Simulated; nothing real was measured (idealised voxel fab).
process module | voxel transistor to metal
cross-section cut | 190 nm wide | cells 5 nm
A cross-section is a grid of square cells, given in bands from the top down. A band is one or more rows of cells.
Each band's line starts with the height of the band's top and of its bottom, in nm. Then come its materials from left to right, each with its width in nm. One material with "throughout" fills the band from edge to edge. "air" is empty space.
Height 0 is the level under which the wafer as received is all one material. The lowest band goes on downwards, as in "0 down".
A width such as "30 to 40" changes by the same amount from each row of cells to the next, from the band's top row to its bottom row.
"no change" after a step means that no cell of the cross-section changed.
closed voids: empty space of 8 cells or more with no open way to the top, each as width x height at its distance from the left edge, in nm
after a step's settings: what the simulator itself notes on the step
overlay nm, on a step with a mask: how far to the right of its planned place the mask lay; to the left if negative
plan
1 op RECEIVE | material Si
2 op CONFORMAL_DEP | material SiO2 | thk nm 5
3 op CONFORMAL_DEP | material SiN | thk nm 10
4 op DIRECTIONAL_DEP | material aC | thk nm 10
5 op PATTERN | tone cover | mask id ACTIVE | material resist | width nm 85 | thk nm 30 | overlay nm 0
6 op DIRECTIONAL_ETCH | etch materials aC | depth nm 10
7 op STRIP | etch materials resist
8 op DIRECTIONAL_ETCH | etch materials SiN | depth nm 10
9 op DIRECTIONAL_ETCH | etch materials SiO2 | depth nm 5
10 op DIRECTIONAL_ETCH | etch materials Si | depth nm 30
11 op STRIP | etch materials aC
12 op FILL_DEP | material SiO2 | thk nm 10
13 op CMP | height nm 15
14 op SELECTIVE_ETCH | etch materials SiO2 | depth nm 5
15 op STRIP | etch materials SiN
16 op SELECTIVE_ETCH | etch materials SiO2 | depth nm 5
17 op OXIDIZE | depth nm 5
18 op DIRECTIONAL_DEP | material polySi | thk nm 25
19 op DIRECTIONAL_DEP | material SiCN | thk nm 15
20 op MASKED_ETCH | tone cover | mask id GATE | width nm 15 | etch materials SiCN | depth nm 25 | overlay nm 0
21 op MASKED_ETCH | tone cover | mask id GATE | width nm 15 | etch materials polySi | depth nm 35 | overlay nm 0
22 op CONFORMAL_DEP | material SiN | thk nm 5
23 op DIRECTIONAL_ETCH | etch materials SiN | depth nm 5
24 op DIRECTIONAL_ETCH | etch materials SiO2 | depth nm 5
25 op EPI | material nSi | thk nm 5
26 op FILL_DEP | material SiO2 | thk nm 10
27 op CMP | height nm 40
28 op DIRECTIONAL_DEP | material SiO2 | thk nm 10
29 op DIRECTIONAL_DEP | material aC | thk nm 10
30 op PATTERN | tone open | mask id CONTACT | material resist | width nm 25 | pitch nm 50 | thk nm 30 | overlay nm 0
31 op DIRECTIONAL_ETCH | etch materials aC | depth nm 10
32 op STRIP | etch materials resist
33 op DIRECTIONAL_ETCH | etch materials SiO2 | depth nm 50
34 op STRIP | etch materials aC
35 op CONFORMAL_DEP | material TiN | thk nm 5
36 op FILL_DEP | material W | thk nm 5
37 op CMP | height nm 50
38 op CONFORMAL_DEP | material SiN | thk nm 5
39 op DIRECTIONAL_DEP | material lowk | thk nm 25
40 op PATTERN | tone open | mask id METAL_1 | material resist | width nm 15 | pitch nm 60 | thk nm 20 | overlay nm 0
41 op DIRECTIONAL_ETCH | etch materials lowk | depth nm 25
42 op DIRECTIONAL_ETCH | etch materials SiN | depth nm 5
43 op STRIP | etch materials resist
44 op CONFORMAL_DEP | material TiN | thk nm 5
45 op FILL_DEP | material Ru | thk nm 5
46 op CMP | height nm 80
47 op CONFORMAL_DEP | material SiCN | thk nm 5
first wafer, as planned
as received, after step 1
  0 down: Si throughout
  closed voids: none
after step 2
  5 to 0: SiO2 throughout
  below 0: unchanged
after step 3
  15 to 5: SiN throughout
  below 5: unchanged
after step 4
  25 to 15: aC throughout
  below 15: unchanged
after step 5
  55 to 25: air 50 | resist 85 | air 55
  below 25: unchanged
after step 6
  45 to 25: air 50 | resist 85 | air 55
  25 to 15: air 50 | aC 85 | air 55
  below 15: unchanged
after step 7
  25 to 15: air 50 | aC 85 | air 55
  below 15: unchanged
after step 8
  25 to 15: air 50 | aC 85 | air 55
  15 to 5: air 50 | SiN 85 | air 55
  below 5: unchanged
after step 9
  25 to 15: air 50 | aC 85 | air 55
  15 to 5: air 50 | SiN 85 | air 55
  5 to 0: air 50 | SiO2 85 | air 55
  below 0: unchanged
after step 10
  25 to 15: air 50 | aC 85 | air 55
  15 to 5: air 50 | SiN 85 | air 55
  5 to 0: air 50 | SiO2 85 | air 55
  0 to -30: air 50 | Si 85 | air 55
  below -30: unchanged
after step 11
  15 to 5: air 50 | SiN 85 | air 55
  below 5: unchanged
after step 12
  25 to 15: SiO2 throughout
  15 to 5: SiO2 50 | SiN 85 | SiO2 55
  5 to 0: SiO2 throughout
  0 to -30: SiO2 50 | Si 85 | SiO2 55
  below -30: unchanged
after step 13
  15 to 5: SiO2 50 | SiN 85 | SiO2 55
  below 5: unchanged
after step 14
  15 to 10: air 50 | SiN 85 | air 55
  below 10: unchanged
after step 15
  10 to 5: SiO2 50 | air 85 | SiO2 55
  below 5: unchanged
after step 16
  5 to 0: SiO2 45 | air 95 | SiO2 50
  below 0: unchanged
after step 17
  5 to 0: SiO2 45 | air 95 | SiO2 50
  0 to -5: SiO2 throughout
  below -5: unchanged
after step 18
  30 to 25: polySi 45 | air 95 | polySi 50
  25 to 5: polySi throughout
  5 to 0: SiO2 45 | polySi 95 | SiO2 50
  below 0: unchanged
after step 19
  45 to 40: SiCN 45 | air 95 | SiCN 50
  40 to 30: SiCN throughout
  30 to 25: polySi 45 | SiCN 95 | polySi 50
  below 25: unchanged
after step 20
  40 to 30: air 85 | SiCN 15 | air 90
  30 to 25: polySi 45 | air 40 | SiCN 15 | air 40 | polySi 50
  below 25: unchanged
after step 21
  40 to 25: air 85 | SiCN 15 | air 90
  25 to 5: air 85 | polySi 15 | air 90
  5 to 0: SiO2 45 | air 40 | polySi 15 | air 40 | SiO2 50
  below 0: unchanged
after step 22
  45 to 40: air 80 | SiN 25 | air 85
  40 to 25: air 80 | SiN 5 | SiCN 15 | SiN 5 | air 85
  25 to 10: air 80 | SiN 5 | polySi 15 | SiN 5 | air 85
  10 to 5: SiN 50 | air 30 | SiN 5 | polySi 15 | SiN 5 | air 30 | SiN 55
  5 to 0: SiO2 45 | SiN 40 | polySi 15 | SiN 40 | SiO2 50
  below 0: unchanged
after step 23
  40 to 25: air 80 | SiN 5 | SiCN 15 | SiN 5 | air 85
  25 to 5: air 80 | SiN 5 | polySi 15 | SiN 5 | air 85
  5 to 0: SiO2 45 | SiN 5 | air 30 | SiN 5 | polySi 15 | SiN 5 | air 30 | SiN 5 | SiO2 50
  below 0: unchanged
after step 24
  40 to 25: air 80 | SiN 5 | SiCN 15 | SiN 5 | air 85
  25 to 5: air 80 | SiN 5 | polySi 15 | SiN 5 | air 85
  5 to 0: air 45 | SiN 5 | air 30 | SiN 5 | polySi 15 | SiN 5 | air 30 | SiN 5 | air 50
  0 to -5: SiO2 50 | air 30 | SiO2 25 | air 30 | SiO2 55
  below -5: unchanged
after step 25
  40 to 25: air 80 | SiN 5 | SiCN 15 | SiN 5 | air 85
  25 to 5: air 80 | SiN 5 | polySi 15 | SiN 5 | air 85
  5 to 0: air 45 | SiN 5 | air 30 | SiN 5 | polySi 15 | SiN 5 | air 30 | SiN 5 | air 50
  0 to -5: SiO2 50 | nSi 30 | SiO2 25 | nSi 30 | SiO2 55
  below -5: unchanged
after step 26
  50 to 40: SiO2 throughout
  40 to 25: SiO2 80 | SiN 5 | SiCN 15 | SiN 5 | SiO2 85
  25 to 5: SiO2 80 | SiN 5 | polySi 15 | SiN 5 | SiO2 85
  5 to 0: SiO2 45 | SiN 5 | SiO2 30 | SiN 5 | polySi 15 | SiN 5 | SiO2 30 | SiN 5 | SiO2 50
  below 0: unchanged
after step 27
  40 to 25: SiO2 80 | SiN 5 | SiCN 15 | SiN 5 | SiO2 85
  below 25: unchanged
after step 28
  50 to 40: SiO2 throughout
  below 40: unchanged
after step 29
  60 to 50: aC throughout
  below 50: unchanged
after step 30
  90 to 60: resist 55 | air 25 | resist 25 | air 25 | resist 60
  below 60: unchanged
after step 31
  80 to 60: resist 55 | air 25 | resist 25 | air 25 | resist 60
  60 to 50: aC 55 | air 25 | aC 25 | air 25 | aC 60
  below 50: unchanged
after step 32
  60 to 50: aC 55 | air 25 | aC 25 | air 25 | aC 60
  below 50: unchanged
after step 33
  60 to 50: aC 55 | air 25 | aC 25 | air 25 | aC 60
  50 to 40: SiO2 55 | air 25 | SiO2 25 | air 25 | SiO2 60
  40 to 25: SiO2 55 | air 25 | SiN 5 | SiCN 15 | SiN 5 | air 25 | SiO2 60
  25 to 5: SiO2 55 | air 25 | SiN 5 | polySi 15 | SiN 5 | air 25 | SiO2 60
  5 to 0: SiO2 45 | SiN 5 | SiO2 5 | air 25 | SiN 5 | polySi 15 | SiN 5 | air 25 | SiO2 5 | SiN 5 | SiO2 50
  below 0: unchanged
after step 34
  50 to 40: SiO2 55 | air 25 | SiO2 25 | air 25 | SiO2 60
  below 40: unchanged
after step 35
  55 to 50: TiN 60 | air 15 | TiN 35 | air 15 | TiN 65
  50 to 40: SiO2 55 | TiN 5 | air 15 | TiN 5 | SiO2 25 | TiN 5 | air 15 | TiN 5 | SiO2 60
  40 to 25: SiO2 55 | TiN 5 | air 15 | TiN 5 | SiN 5 | SiCN 15 | SiN 5 | TiN 5 | air 15 | TiN 5 | SiO2 60
  25 to 5: SiO2 55 | TiN 5 | air 15 | TiN 5 | SiN 5 | polySi 15 | SiN 5 | TiN 5 | air 15 | TiN 5 | SiO2 60
  5 to 0: SiO2 45 | SiN 5 | SiO2 5 | TiN 25 | SiN 5 | polySi 15 | SiN 5 | TiN 25 | SiO2 5 | SiN 5 | SiO2 50
  below 0: unchanged
after step 36
  60 to 55: W throughout
  55 to 50: TiN 60 | W 15 | TiN 35 | W 15 | TiN 65
  50 to 40: SiO2 55 | TiN 5 | W 15 | TiN 5 | SiO2 25 | TiN 5 | W 15 | TiN 5 | SiO2 60
  40 to 25: SiO2 55 | TiN 5 | W 15 | TiN 5 | SiN 5 | SiCN 15 | SiN 5 | TiN 5 | W 15 | TiN 5 | SiO2 60
  25 to 5: SiO2 55 | TiN 5 | W 15 | TiN 5 | SiN 5 | polySi 15 | SiN 5 | TiN 5 | W 15 | TiN 5 | SiO2 60
  below 5: unchanged
after step 37
  50 to 40: SiO2 55 | TiN 5 | W 15 | TiN 5 | SiO2 25 | TiN 5 | W 15 | TiN 5 | SiO2 60
  below 40: unchanged
after step 38
  55 to 50: SiN throughout
  below 50: unchanged
after step 39
  80 to 55: lowk throughout
  below 55: unchanged
after step 40
  100 to 80: resist 55 | air 15 | resist 45 | air 15 | resist 60
  below 80: unchanged
after step 41
  100 to 80: resist 55 | air 15 | resist 45 | air 15 | resist 60
  80 to 55: lowk 55 | air 15 | lowk 45 | air 15 | lowk 60
  below 55: unchanged
after step 42
  100 to 80: resist 55 | air 15 | resist 45 | air 15 | resist 60
  80 to 55: lowk 55 | air 15 | lowk 45 | air 15 | lowk 60
  55 to 50: SiN 55 | air 15 | SiN 45 | air 15 | SiN 60
  below 50: unchanged
after step 43
  80 to 55: lowk 55 | air 15 | lowk 45 | air 15 | lowk 60
  below 55: unchanged
after step 44
  85 to 80: TiN 60 | air 5 | TiN 55 | air 5 | TiN 65
  80 to 55: lowk 55 | TiN 5 | air 5 | TiN 5 | lowk 45 | TiN 5 | air 5 | TiN 5 | lowk 60
  55 to 50: SiN 55 | TiN 15 | SiN 45 | TiN 15 | SiN 60
  below 50: unchanged
after step 45
  90 to 85: Ru throughout
  85 to 80: TiN 60 | Ru 5 | TiN 55 | Ru 5 | TiN 65
  80 to 55: lowk 55 | TiN 5 | Ru 5 | TiN 5 | lowk 45 | TiN 5 | Ru 5 | TiN 5 | lowk 60
  below 55: unchanged
after step 46
  80 to 55: lowk 55 | TiN 5 | Ru 5 | TiN 5 | lowk 45 | TiN 5 | Ru 5 | TiN 5 | lowk 60
  below 55: unchanged
after step 47
  85 to 80: SiCN throughout
  below 80: unchanged
second wafer: like start, like plan, one mistake. Through step 13 it matches the first wafer
when step 14 should have ended
  15 to 5: SiO2 50 | air 85 | SiO2 55
  below 5: unchanged
when step 15 should have ended
  10 to 0: SiO2 45 | air 95 | SiO2 50
  below 0: unchanged
when step 16 should have ended
  5 to 0: SiO2 40 | air 105 | SiO2 45
  0 to -5: SiO2 40 | air 10 | Si 85 | air 10 | SiO2 45
  below -5: unchanged
when step 17 should have ended
  5 to 0: SiO2 40 | air 105 | SiO2 45
  0 to -5: SiO2 40 | air 10 | SiO2 85 | air 10 | SiO2 45
  -5 to -10: SiO2 55 | Si 75 | SiO2 60
  below -10: unchanged
when step 18 should have ended
  30 to 25: polySi 40 | air 105 | polySi 45
  25 to 20: polySi 40 | air 10 | polySi 85 | air 10 | polySi 45
  20 to 5: polySi throughout
  5 to 0: SiO2 40 | polySi 105 | SiO2 45
  0 to -5: SiO2 40 | polySi 10 | SiO2 85 | polySi 10 | SiO2 45
  below -5: unchanged
when step 19 should have ended
  45 to 40: SiCN 40 | air 105 | SiCN 45
  40 to 35: SiCN 40 | air 10 | SiCN 85 | air 10 | SiCN 45
  35 to 30: SiCN throughout
  30 to 25: polySi 40 | SiCN 105 | polySi 45
  25 to 20: polySi 40 | SiCN 10 | polySi 85 | SiCN 10 | polySi 45
  below 20: unchanged
when step 20 should have ended
  40 to 30: air 85 | SiCN 15 | air 90
  30 to 25: polySi 40 | air 45 | SiCN 15 | air 45 | polySi 45
  25 to 20: polySi 40 | air 10 | polySi 85 | air 10 | polySi 45
  below 20: unchanged
when step 21 should have ended
  40 to 25: air 85 | SiCN 15 | air 90
  25 to 5: air 85 | polySi 15 | air 90
  5 to 0: SiO2 40 | air 45 | polySi 15 | air 45 | SiO2 45
  0 to -5: SiO2 40 | air 10 | SiO2 85 | air 10 | SiO2 45
  below -5: unchanged
when step 22 should have ended
  45 to 40: air 80 | SiN 25 | air 85
  40 to 25: air 80 | SiN 5 | SiCN 15 | SiN 5 | air 85
  25 to 10: air 80 | SiN 5 | polySi 15 | SiN 5 | air 85
  10 to 5: SiN 45 | air 35 | SiN 5 | polySi 15 | SiN 5 | air 35 | SiN 50
  5 to 0: SiO2 40 | SiN 45 | polySi 15 | SiN 45 | SiO2 45
  0 to -5: SiO2 40 | SiN 10 | SiO2 85 | SiN 10 | SiO2 45
  below -5: unchanged
when step 23 should have ended
  40 to 25: air 80 | SiN 5 | SiCN 15 | SiN 5 | air 85
  25 to 5: air 80 | SiN 5 | polySi 15 | SiN 5 | air 85
  5 to 0: SiO2 40 | SiN 5 | air 35 | SiN 5 | polySi 15 | SiN 5 | air 35 | SiN 5 | SiO2 45
  below 0: unchanged
when step 24 should have ended
  40 to 25: air 80 | SiN 5 | SiCN 15 | SiN 5 | air 85
  25 to 5: air 80 | SiN 5 | polySi 15 | SiN 5 | air 85
  5 to 0: air 40 | SiN 5 | air 35 | SiN 5 | polySi 15 | SiN 5 | air 35 | SiN 5 | air 45
  0 to -5: SiO2 40 | SiN 10 | air 30 | SiO2 25 | air 30 | SiN 10 | SiO2 45
  below -5: unchanged
when step 25 should have ended
  40 to 25: air 80 | SiN 5 | SiCN 15 | SiN 5 | air 85
  25 to 5: air 80 | SiN 5 | polySi 15 | SiN 5 | air 85
  5 to 0: air 40 | SiN 5 | air 35 | SiN 5 | polySi 15 | SiN 5 | air 35 | SiN 5 | air 45
  0 to -5: SiO2 40 | SiN 10 | nSi 30 | SiO2 25 | nSi 30 | SiN 10 | SiO2 45
  below -5: unchanged
when step 26 should have ended
  50 to 40: SiO2 throughout
  40 to 25: SiO2 80 | SiN 5 | SiCN 15 | SiN 5 | SiO2 85
  25 to 5: SiO2 80 | SiN 5 | polySi 15 | SiN 5 | SiO2 85
  5 to 0: SiO2 40 | SiN 5 | SiO2 35 | SiN 5 | polySi 15 | SiN 5 | SiO2 35 | SiN 5 | SiO2 45
  below 0: unchanged
when step 27 should have ended
  40 to 25: SiO2 80 | SiN 5 | SiCN 15 | SiN 5 | SiO2 85
  below 25: unchanged
when step 28 should have ended
  50 to 40: SiO2 throughout
  below 40: unchanged
when step 29 should have ended
  60 to 50: aC throughout
  below 50: unchanged
when step 30 should have ended
  90 to 60: resist 55 | air 25 | resist 25 | air 25 | resist 60
  below 60: unchanged
when step 31 should have ended
  80 to 60: resist 55 | air 25 | resist 25 | air 25 | resist 60
  60 to 50: aC 55 | air 25 | aC 25 | air 25 | aC 60
  below 50: unchanged
when step 32 should have ended
  60 to 50: aC 55 | air 25 | aC 25 | air 25 | aC 60
  below 50: unchanged
when step 33 should have ended
  60 to 50: aC 55 | air 25 | aC 25 | air 25 | aC 60
  50 to 40: SiO2 55 | air 25 | SiO2 25 | air 25 | SiO2 60
  40 to 25: SiO2 55 | air 25 | SiN 5 | SiCN 15 | SiN 5 | air 25 | SiO2 60
  25 to 5: SiO2 55 | air 25 | SiN 5 | polySi 15 | SiN 5 | air 25 | SiO2 60
  5 to 0: SiO2 40 | SiN 5 | SiO2 10 | air 25 | SiN 5 | polySi 15 | SiN 5 | air 25 | SiO2 10 | SiN 5 | SiO2 45
  below 0: unchanged
when step 34 should have ended
  50 to 40: SiO2 55 | air 25 | SiO2 25 | air 25 | SiO2 60
  below 40: unchanged
when step 35 should have ended
  55 to 50: TiN 60 | air 15 | TiN 35 | air 15 | TiN 65
  50 to 40: SiO2 55 | TiN 5 | air 15 | TiN 5 | SiO2 25 | TiN 5 | air 15 | TiN 5 | SiO2 60
  40 to 25: SiO2 55 | TiN 5 | air 15 | TiN 5 | SiN 5 | SiCN 15 | SiN 5 | TiN 5 | air 15 | TiN 5 | SiO2 60
  25 to 5: SiO2 55 | TiN 5 | air 15 | TiN 5 | SiN 5 | polySi 15 | SiN 5 | TiN 5 | air 15 | TiN 5 | SiO2 60
  5 to 0: SiO2 40 | SiN 5 | SiO2 10 | TiN 25 | SiN 5 | polySi 15 | SiN 5 | TiN 25 | SiO2 10 | SiN 5 | SiO2 45
  below 0: unchanged
when step 36 should have ended
  60 to 55: W throughout
  55 to 50: TiN 60 | W 15 | TiN 35 | W 15 | TiN 65
  50 to 40: SiO2 55 | TiN 5 | W 15 | TiN 5 | SiO2 25 | TiN 5 | W 15 | TiN 5 | SiO2 60
  40 to 25: SiO2 55 | TiN 5 | W 15 | TiN 5 | SiN 5 | SiCN 15 | SiN 5 | TiN 5 | W 15 | TiN 5 | SiO2 60
  25 to 5: SiO2 55 | TiN 5 | W 15 | TiN 5 | SiN 5 | polySi 15 | SiN 5 | TiN 5 | W 15 | TiN 5 | SiO2 60
  below 5: unchanged
when step 37 should have ended
  50 to 40: SiO2 55 | TiN 5 | W 15 | TiN 5 | SiO2 25 | TiN 5 | W 15 | TiN 5 | SiO2 60
  below 40: unchanged
when step 38 should have ended
  55 to 50: SiN throughout
  below 50: unchanged
when step 39 should have ended
  80 to 55: lowk throughout
  below 55: unchanged
when step 40 should have ended
  100 to 80: resist 55 | air 15 | resist 45 | air 15 | resist 60
  below 80: unchanged
when step 41 should have ended
  100 to 80: resist 55 | air 15 | resist 45 | air 15 | resist 60
  80 to 55: lowk 55 | air 15 | lowk 45 | air 15 | lowk 60
  below 55: unchanged
when step 42 should have ended
  100 to 80: resist 55 | air 15 | resist 45 | air 15 | resist 60
  80 to 55: lowk 55 | air 15 | lowk 45 | air 15 | lowk 60
  55 to 50: SiN 55 | air 15 | SiN 45 | air 15 | SiN 60
  below 50: unchanged
when step 43 should have ended
  80 to 55: lowk 55 | air 15 | lowk 45 | air 15 | lowk 60
  below 55: unchanged
when step 44 should have ended
  85 to 80: TiN 60 | air 5 | TiN 55 | air 5 | TiN 65
  80 to 55: lowk 55 | TiN 5 | air 5 | TiN 5 | lowk 45 | TiN 5 | air 5 | TiN 5 | lowk 60
  55 to 50: SiN 55 | TiN 15 | SiN 45 | TiN 15 | SiN 60
  below 50: unchanged
when step 45 should have ended
  90 to 85: Ru throughout
  85 to 80: TiN 60 | Ru 5 | TiN 55 | Ru 5 | TiN 65
  80 to 55: lowk 55 | TiN 5 | Ru 5 | TiN 5 | lowk 45 | TiN 5 | Ru 5 | TiN 5 | lowk 60
  below 55: unchanged
when step 46 should have ended
  80 to 55: lowk 55 | TiN 5 | Ru 5 | TiN 5 | lowk 45 | TiN 5 | Ru 5 | TiN 5 | lowk 60
  below 55: unchanged
when step 47 should have ended
  85 to 80: SiCN throughout
  below 80: unchanged
what went wrong: steps 14 and 15 were swapped
at the end the second wafer has, in cells: 2 fewer of Si | 4 more of SiN | 2 fewer of SiO2
